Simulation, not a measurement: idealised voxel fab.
process module | voxel wiring stack
cross-section cut | 140 nm wide | cells 5 nm
A cross-section is a grid of square cells, given in bands from the top down. A band is one or more rows of cells.
Each band's line starts with the height of the band's top and of its bottom, in nm. Then come its materials from left to right, each with its width in nm. One material with "throughout" fills the band from edge to edge. "air" is empty space.
Height 0 is the level under which the wafer as received is all one material. The lowest band goes on downwards, as in "0 down".
A width such as "30 to 40" changes by the same amount from each row of cells to the next, from the band's top row to its bottom row.
"no change" after a step means that no cell of the cross-section changed.
closed voids: empty space of 8 cells or more with no open way to the top, each as width x height at its distance from the left edge, in nm
after a step's settings: what the simulator itself notes on the step
overlay nm, on a step with a mask: how far to the right of its planned place the mask lay; to the left if negative
plan
1 op RECEIVE | material Si
2 op CONFORMAL_DEP | material SiO2 | thk nm 10
3 op DIRECTIONAL_DEP | material TiN | thk nm 5
4 op DIRECTIONAL_DEP | material W | thk nm 25
5 op MASKED_ETCH | tone cover | mask id METAL_1 | width nm 25 | pitch nm 45 | etch materials W | depth nm 25 | overlay nm 0
6 op MASKED_ETCH | tone cover | mask id METAL_1 | width nm 25 | pitch nm 45 | etch materials TiN | depth nm 5 | overlay nm 0
7 op FILL_DEP | material SiO2 | thk nm 5
8 op CMP | height nm 40
9 op CONFORMAL_DEP | material SiCN | thk nm 5
10 op DIRECTIONAL_DEP | material SiO2 | thk nm 30
11 op PATTERN | tone open | mask id METAL_2_HOLES | material resist | width nm 15 | pitch nm 45 | thk nm 20 | overlay nm 0
12 op DIRECTIONAL_ETCH | etch materials SiO2 | depth nm 30
13 op STRIP | etch materials resist
14 op MASKED_ETCH | tone open | mask id METAL_2 | width nm 25 | pitch nm 45 | etch materials SiO2 | depth nm 20 | overlay nm 0
15 op MASKED_ETCH | tone open | mask id METAL_2 | width nm 25 | pitch nm 45 | etch materials SiCN | depth nm 5 | overlay nm 0
16 op CONFORMAL_DEP | material TiN | thk nm 5
17 op FILL_DEP | material Cu | thk nm 10
18 op CMP | height nm 75
19 op CONFORMAL_DEP | material SiCN | thk nm 5
20 op DIRECTIONAL_DEP | material lowk | thk nm 10
21 op MASKED_ETCH | tone open | mask id PLUG_2 | width nm 15 | pitch nm 45 | etch materials lowk | depth nm 10 | overlay nm 0
22 op MASKED_ETCH | tone open | mask id PLUG_2 | width nm 15 | pitch nm 45 | etch materials SiCN | depth nm 5 | overlay nm 0
23 op EPI | material Ru | thk nm 10
24 op EPI | material Ru | thk nm 5
25 op DIRECTIONAL_DEP | material TiN | thk nm 5
26 op DIRECTIONAL_DEP | material W | thk nm 15
27 op DIRECTIONAL_DEP | material aC | thk nm 15
28 op PATTERN | tone cover | mask id METAL_3 | material resist | width nm 25 | pitch nm 45 | thk nm 30 | overlay nm 0
29 op DIRECTIONAL_ETCH | etch materials aC | depth nm 15
30 op STRIP | etch materials resist
31 op DIRECTIONAL_ETCH | etch materials W | depth nm 15
32 op DIRECTIONAL_ETCH | etch materials TiN | depth nm 5
33 op STRIP | etch materials aC
34 op CONFORMAL_DEP | material SiN | thk nm 5
35 op FILL_DEP | material SiO2 | thk nm 5
36 op CMP | height nm 110
37 op CONFORMAL_DEP | material SiCN | thk nm 5
first wafer, as planned
as received, after step 1
  0 down: Si throughout
  closed voids: none
after step 2
  10 to 0: SiO2 throughout
  below 0: unchanged
after step 3
  15 to 10: TiN throughout
  below 10: unchanged
after step 4
  40 to 15: W throughout
  below 15: unchanged
after step 5
  40 to 15: air 35 | W 25 | air 20 | W 25 | air 35
  below 15: unchanged
after step 6
  40 to 15: air 35 | W 25 | air 20 | W 25 | air 35
  15 to 10: air 35 | TiN 25 | air 20 | TiN 25 | air 35
  below 10: unchanged
after step 7
  45 to 40: SiO2 throughout
  40 to 15: SiO2 35 | W 25 | SiO2 20 | W 25 | SiO2 35
  15 to 10: SiO2 35 | TiN 25 | SiO2 20 | TiN 25 | SiO2 35
  below 10: unchanged
after step 8
  40 to 15: SiO2 35 | W 25 | SiO2 20 | W 25 | SiO2 35
  below 15: unchanged
after step 9
  45 to 40: SiCN throughout
  below 40: unchanged
after step 10
  75 to 45: SiO2 throughout
  below 45: unchanged
after step 11
  95 to 75: resist 35 | air 15 | resist 30 | air 15 | resist 45
  below 75: unchanged
after step 12
  95 to 75: resist 35 | air 15 | resist 30 | air 15 | resist 45
  75 to 45: SiO2 35 | air 15 | SiO2 30 | air 15 | SiO2 45
  below 45: unchanged
after step 13
  75 to 45: SiO2 35 | air 15 | SiO2 30 | air 15 | SiO2 45
  below 45: unchanged
after step 14
  75 to 55: SiO2 35 | air 25 | SiO2 20 | air 25 | SiO2 35
  below 55: unchanged
after step 15
  75 to 55: SiO2 35 | air 25 | SiO2 20 | air 25 | SiO2 35
  55 to 45: SiO2 35 | air 15 | SiO2 30 | air 15 | SiO2 45
  45 to 40: SiCN 35 | air 15 | SiCN 30 | air 15 | SiCN 45
  below 40: unchanged
after step 16
  80 to 75: TiN 40 | air 15 | TiN 30 | air 15 | TiN 40
  75 to 60: SiO2 35 | TiN 5 | air 15 | TiN 5 | SiO2 20 | TiN 5 | air 15 | TiN 5 | SiO2 35
  60 to 55: SiO2 35 | TiN 5 | air 5 | TiN 15 | SiO2 20 | TiN 5 | air 5 | TiN 15 | SiO2 35
  55 to 45: SiO2 35 | TiN 5 | air 5 | TiN 5 | SiO2 30 | TiN 5 | air 5 | TiN 5 | SiO2 45
  45 to 40: SiCN 35 | TiN 15 | SiCN 30 | TiN 15 | SiCN 45
  below 40: unchanged
after step 17
  90 to 80: Cu throughout
  80 to 75: TiN 40 | Cu 15 | TiN 30 | Cu 15 | TiN 40
  75 to 60: SiO2 35 | TiN 5 | Cu 15 | TiN 5 | SiO2 20 | TiN 5 | Cu 15 | TiN 5 | SiO2 35
  60 to 55: SiO2 35 | TiN 5 | Cu 5 | TiN 15 | SiO2 20 | TiN 5 | Cu 5 | TiN 15 | SiO2 35
  55 to 45: SiO2 35 | TiN 5 | Cu 5 | TiN 5 | SiO2 30 | TiN 5 | Cu 5 | TiN 5 | SiO2 45
  below 45: unchanged
after step 18
  75 to 60: SiO2 35 | TiN 5 | Cu 15 | TiN 5 | SiO2 20 | TiN 5 | Cu 15 | TiN 5 | SiO2 35
  below 60: unchanged
after step 19
  80 to 75: SiCN throughout
  below 75: unchanged
after step 20
  90 to 80: lowk throughout
  below 80: unchanged
after step 21
  90 to 80: lowk 35 | air 15 | lowk 30 | air 15 | lowk 45
  below 80: unchanged
after step 22
  90 to 80: lowk 35 | air 15 | lowk 30 | air 15 | lowk 45
  80 to 75: SiCN 35 | air 15 | SiCN 30 | air 15 | SiCN 45
  below 75: unchanged
after step 23
  90 to 85: lowk 35 | air 15 | lowk 30 | air 15 | lowk 45
  85 to 80: lowk 35 | Ru 15 | lowk 30 | Ru 15 | lowk 45
  80 to 75: SiCN 35 | Ru 15 | SiCN 30 | Ru 15 | SiCN 45
  below 75: unchanged
after step 24
  90 to 80: lowk 35 | Ru 15 | lowk 30 | Ru 15 | lowk 45
  below 80: unchanged
after step 25
  95 to 90: TiN throughout
  below 90: unchanged
after step 26
  110 to 95: W throughout
  below 95: unchanged
after step 27
  125 to 110: aC throughout
  below 110: unchanged
after step 28
  155 to 125: air 35 | resist 25 | air 20 | resist 25 | air 35
  below 125: unchanged
after step 29
  140 to 125: air 35 | resist 25 | air 20 | resist 25 | air 35
  125 to 110: air 35 | aC 25 | air 20 | aC 25 | air 35
  below 110: unchanged
after step 30
  125 to 110: air 35 | aC 25 | air 20 | aC 25 | air 35
  below 110: unchanged
after step 31
  125 to 110: air 35 | aC 25 | air 20 | aC 25 | air 35
  110 to 95: air 35 | W 25 | air 20 | W 25 | air 35
  below 95: unchanged
after step 32
  125 to 110: air 35 | aC 25 | air 20 | aC 25 | air 35
  110 to 95: air 35 | W 25 | air 20 | W 25 | air 35
  95 to 90: air 35 | TiN 25 | air 20 | TiN 25 | air 35
  below 90: unchanged
after step 33
  110 to 95: air 35 | W 25 | air 20 | W 25 | air 35
  below 95: unchanged
after step 34
  115 to 110: air 30 | SiN 35 | air 10 | SiN 35 | air 30
  110 to 95: air 30 | SiN 5 | W 25 | SiN 5 | air 10 | SiN 5 | W 25 | SiN 5 | air 30
  95 to 90: SiN 35 | TiN 25 | SiN 20 | TiN 25 | SiN 35
  below 90: unchanged
after step 35
  120 to 115: SiO2 throughout
  115 to 110: SiO2 30 | SiN 35 | SiO2 10 | SiN 35 | SiO2 30
  110 to 95: SiO2 30 | SiN 5 | W 25 | SiN 5 | SiO2 10 | SiN 5 | W 25 | SiN 5 | SiO2 30
  below 95: unchanged
after step 36
  110 to 95: SiO2 30 | SiN 5 | W 25 | SiN 5 | SiO2 10 | SiN 5 | W 25 | SiN 5 | SiO2 30
  below 95: unchanged
after step 37
  115 to 110: SiCN throughout
  below 110: unchanged
second wafer: like start, like plan, one mistake. Through step 4 it matches the first wafer
when step 5 should have ended
  40 to 15: air 40 | W 15 | air 30 | W 15 | air 40
  below 15: unchanged
when step 6 should have ended
  40 to 15: air 40 | W 15 | air 30 | W 15 | air 40
  15 to 10: air 35 | TiN 25 | air 20 | TiN 25 | air 35
  below 10: unchanged
when step 7 should have ended
  45 to 40: SiO2 throughout
  40 to 15: SiO2 40 | W 15 | SiO2 30 | W 15 | SiO2 40
  15 to 10: SiO2 35 | TiN 25 | SiO2 20 | TiN 25 | SiO2 35
  below 10: unchanged
when step 8 should have ended
  40 to 15: SiO2 40 | W 15 | SiO2 30 | W 15 | SiO2 40
  below 15: unchanged
when step 9 should have ended
  45 to 40: SiCN throughout
  below 40: unchanged
when step 10 should have ended
  75 to 45: SiO2 throughout
  below 45: unchanged
when step 11 should have ended
  95 to 75: resist 35 | air 15 | resist 30 | air 15 | resist 45
  below 75: unchanged
when step 12 should have ended
  95 to 75: resist 35 | air 15 | resist 30 | air 15 | resist 45
  75 to 45: SiO2 35 | air 15 | SiO2 30 | air 15 | SiO2 45
  below 45: unchanged
when step 13 should have ended
  75 to 45: SiO2 35 | air 15 | SiO2 30 | air 15 | SiO2 45
  below 45: unchanged
when step 14 should have ended
  75 to 55: SiO2 35 | air 25 | SiO2 20 | air 25 | SiO2 35
  below 55: unchanged
when step 15 should have ended
  75 to 55: SiO2 35 | air 25 | SiO2 20 | air 25 | SiO2 35
  55 to 45: SiO2 35 | air 15 | SiO2 30 | air 15 | SiO2 45
  45 to 40: SiCN 35 | air 15 | SiCN 30 | air 15 | SiCN 45
  below 40: unchanged
when step 16 should have ended
  80 to 75: TiN 40 | air 15 | TiN 30 | air 15 | TiN 40
  75 to 60: SiO2 35 | TiN 5 | air 15 | TiN 5 | SiO2 20 | TiN 5 | air 15 | TiN 5 | SiO2 35
  60 to 55: SiO2 35 | TiN 5 | air 5 | TiN 15 | SiO2 20 | TiN 5 | air 5 | TiN 15 | SiO2 35
  55 to 45: SiO2 35 | TiN 5 | air 5 | TiN 5 | SiO2 30 | TiN 5 | air 5 | TiN 5 | SiO2 45
  45 to 40: SiCN 35 | TiN 15 | SiCN 30 | TiN 15 | SiCN 45
  below 40: unchanged
when step 17 should have ended
  90 to 80: Cu throughout
  80 to 75: TiN 40 | Cu 15 | TiN 30 | Cu 15 | TiN 40
  75 to 60: SiO2 35 | TiN 5 | Cu 15 | TiN 5 | SiO2 20 | TiN 5 | Cu 15 | TiN 5 | SiO2 35
  60 to 55: SiO2 35 | TiN 5 | Cu 5 | TiN 15 | SiO2 20 | TiN 5 | Cu 5 | TiN 15 | SiO2 35
  55 to 45: SiO2 35 | TiN 5 | Cu 5 | TiN 5 | SiO2 30 | TiN 5 | Cu 5 | TiN 5 | SiO2 45
  below 45: unchanged
when step 18 should have ended
  75 to 60: SiO2 35 | TiN 5 | Cu 15 | TiN 5 | SiO2 20 | TiN 5 | Cu 15 | TiN 5 | SiO2 35
  below 60: unchanged
when step 19 should have ended
  80 to 75: SiCN throughout
  below 75: unchanged
when step 20 should have ended
  90 to 80: lowk throughout
  below 80: unchanged
when step 21 should have ended
  90 to 80: lowk 35 | air 15 | lowk 30 | air 15 | lowk 45
  below 80: unchanged
when step 22 should have ended
  90 to 80: lowk 35 | air 15 | lowk 30 | air 15 | lowk 45
  80 to 75: SiCN 35 | air 15 | SiCN 30 | air 15 | SiCN 45
  below 75: unchanged
when step 23 should have ended
  90 to 85: lowk 35 | air 15 | lowk 30 | air 15 | lowk 45
  85 to 80: lowk 35 | Ru 15 | lowk 30 | Ru 15 | lowk 45
  80 to 75: SiCN 35 | Ru 15 | SiCN 30 | Ru 15 | SiCN 45
  below 75: unchanged
when step 24 should have ended
  90 to 80: lowk 35 | Ru 15 | lowk 30 | Ru 15 | lowk 45
  below 80: unchanged
when step 25 should have ended
  95 to 90: TiN throughout
  below 90: unchanged
when step 26 should have ended
  110 to 95: W throughout
  below 95: unchanged
when step 27 should have ended
  125 to 110: aC throughout
  below 110: unchanged
when step 28 should have ended
  155 to 125: air 35 | resist 25 | air 20 | resist 25 | air 35
  below 125: unchanged
when step 29 should have ended
  140 to 125: air 35 | resist 25 | air 20 | resist 25 | air 35
  125 to 110: air 35 | aC 25 | air 20 | aC 25 | air 35
  below 110: unchanged
when step 30 should have ended
  125 to 110: air 35 | aC 25 | air 20 | aC 25 | air 35
  below 110: unchanged
when step 31 should have ended
  125 to 110: air 35 | aC 25 | air 20 | aC 25 | air 35
  110 to 95: air 35 | W 25 | air 20 | W 25 | air 35
  below 95: unchanged
when step 32 should have ended
  125 to 110: air 35 | aC 25 | air 20 | aC 25 | air 35
  110 to 95: air 35 | W 25 | air 20 | W 25 | air 35
  95 to 90: air 35 | TiN 25 | air 20 | TiN 25 | air 35
  below 90: unchanged
when step 33 should have ended
  110 to 95: air 35 | W 25 | air 20 | W 25 | air 35
  below 95: unchanged
when step 34 should have ended
  115 to 110: air 30 | SiN 35 | air 10 | SiN 35 | air 30
  110 to 95: air 30 | SiN 5 | W 25 | SiN 5 | air 10 | SiN 5 | W 25 | SiN 5 | air 30
  95 to 90: SiN 35 | TiN 25 | SiN 20 | TiN 25 | SiN 35
  below 90: unchanged
when step 35 should have ended
  120 to 115: SiO2 throughout
  115 to 110: SiO2 30 | SiN 35 | SiO2 10 | SiN 35 | SiO2 30
  110 to 95: SiO2 30 | SiN 5 | W 25 | SiN 5 | SiO2 10 | SiN 5 | W 25 | SiN 5 | SiO2 30
  below 95: unchanged
when step 36 should have ended
  110 to 95: SiO2 30 | SiN 5 | W 25 | SiN 5 | SiO2 10 | SiN 5 | W 25 | SiN 5 | SiO2 30
  below 95: unchanged
when step 37 should have ended
  115 to 110: SiCN throughout
  below 110: unchanged
what went wrong: step 5 ran as: op MASKED_ETCH | tone cover | mask id METAL_1 | width nm 15 | pitch nm 45 | etch materials W | depth nm 25 | overlay nm 0
at the end the second wafer has, in cells: 20 more of SiO2 | 20 fewer of W
